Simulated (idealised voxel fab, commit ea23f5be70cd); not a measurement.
Title: Process Module voxel capacitor over wiring
cross-section cut | 280 nm wide | cells 5 nm
A cross-section in this document is a grid of square cells, and it is written down as bands, the top band listed before the ones below it; a band is made up of one or more rows of cells.
Heads up on the band format: heights come first, top then bottom, in nm. After that it's the materials left to right, each with its width in nm. A single material flagged "everywhere" fills the whole band edge to edge, and "empty" means there's empty space there.
It should be noted that heights are counted from 0, beneath which the wafer as supplied is of one material throughout, and that the lowest band possesses no lower boundary but continues downward, as written in "z 0 and below".
Note: "30->40" means the width goes from the first number (top row of the band) to the second number (bottom row) in equal steps per row of cells.
"nothing altered", as given for a step, is the statement that not any cell of the cross-section underwent a change during that step.
Empty spaces without an open route to the top, at least 8 cells in extent, make up the entry "Closed internal cavities"; each is given as width x height at distance, where the distance is measured from the left edge, and all are in nm.
Note: text after step settings on the step line = simulator remark on that step.
Regarding "overlay nm": on a step with a mask, it is the distance the mask lay to the right of its planned place; a negative value places it to the left.
[The steps planned for the process are as follows]
1 RECEIVE [material Si]
2 CONFORMAL_DEP [material SiO2] [thk nm 15]
3 DIRECTIONAL_DEP [material TiN] [thk nm 5]
4 DIRECTIONAL_DEP [material W] [thk nm 15]
5 DIRECTIONAL_DEP [material aC] [thk nm 10]
6 PATTERN [tone cover] [mask id METAL_1] [material resist] [width nm 20] [pitch nm 70] [thk nm 30] [overlay nm 0]
7 DIRECTIONAL_ETCH [etch materials aC] [depth nm 10]
8 STRIP [etch materials resist]
9 DIRECTIONAL_ETCH [etch materials W] [depth nm 15]
10 DIRECTIONAL_ETCH [etch materials TiN] [depth nm 5]
11 STRIP [etch materials aC]
12 FILL_DEP [material SiO2] [thk nm 5]
13 CMP [height nm 35]
14 CONFORMAL_DEP [material SiCN] [thk nm 5]
15 DIRECTIONAL_DEP [material SiO2] [thk nm 15]
16 MASKED_ETCH [tone open] [mask id PLUG_1] [width nm 15] [etch materials SiO2] [depth nm 15] [overlay nm 0]
17 MASKED_ETCH [tone open] [mask id PLUG_1] [width nm 15] [etch materials SiCN] [depth nm 5] [overlay nm 0]
18 EPI [material Ru] [thk nm 10]
19 EPI [material Ru] [thk nm 10]
20 DIRECTIONAL_DEP [material TiN] [thk nm 10]
21 DIRECTIONAL_DEP [material SiN] [thk nm 5]
22 DIRECTIONAL_DEP [material TiN] [thk nm 5]
23 PATTERN [tone cover] [mask id UPPER_PLATE] [material resist] [width nm 55] [thk nm 20] [overlay nm 0]
24 DIRECTIONAL_ETCH [etch materials TiN] [depth nm 5]
25 DIRECTIONAL_ETCH [etch materials SiN] [depth nm 5]
26 STRIP [etch materials resist]
27 DIRECTIONAL_DEP [material aC] [thk nm 10]
28 PATTERN [tone cover] [mask id LOWER_PLATE] [material resist] [width nm 65] [thk nm 25] [overlay nm 0]
29 DIRECTIONAL_ETCH [etch materials aC] [depth nm 10]
30 STRIP [etch materials resist]
31 DIRECTIONAL_ETCH [etch materials TiN] [depth nm 10]
32 STRIP [etch materials aC]
33 FILL_DEP [material SiO2] [thk nm 20]
34 CMP [height nm 90]
35 PATTERN [tone open] [mask id PLUG_2] [material resist] [width nm 15] [thk nm 15] [overlay nm 0]
36 DIRECTIONAL_ETCH [etch materials SiO2] [depth nm 15]
37 STRIP [etch materials resist]
38 CONFORMAL_DEP [material TiN] [thk nm 5]
39 FILL_DEP [material W] [thk nm 10]
40 CMP [height nm 90]
41 CONFORMAL_DEP [material SiN] [thk nm 5]
[Cross-section of the wafer at receipt, which is the condition after step 1]
  z 0 and below: Si everywhere
  Closed internal cavities: none
[Final wafer profile in cross-section after the module, from the same start and plan as above, with one mistake made during processing]
  z 95 to 90: SiN everywhere
  z 90 to 80: SiO2 110 nm; TiN 5 nm; W 5 nm; TiN 5 nm; SiO2 155 nm
  z 80 to 70: SiO2 110->105 nm; TiN 15->50 nm; SiO2 155->125 nm
  z 70 to 65: SiO2 100 nm; SiN 55 nm; SiO2 125 nm
  z 65 to 55: SiO2 100 nm; TiN 70 nm; SiO2 110 nm
  z 55 to 40: SiO2 100 nm; Ru 15 nm; SiO2 165 nm
  z 40 to 35: SiCN 100 nm; Ru 15 nm; SiCN 165 nm
  z 35 to 20: SiO2 95 nm; W 20 nm; SiO2 50 nm; W 20 nm; SiO2 95 nm
  z 20 to 15: SiO2 95 nm; TiN 20 nm; SiO2 50 nm; TiN 20 nm; SiO2 95 nm
  z 15 to 0: SiO2 everywhere
  z 0 and below: Si everywhere
  Closed internal cavities: none
Processing error: not per plan at step 28, really ran PATTERN [tone cover] [mask id LOWER_PLATE] [material resist] [width nm 65] [thk nm 25] [overlay nm 10]
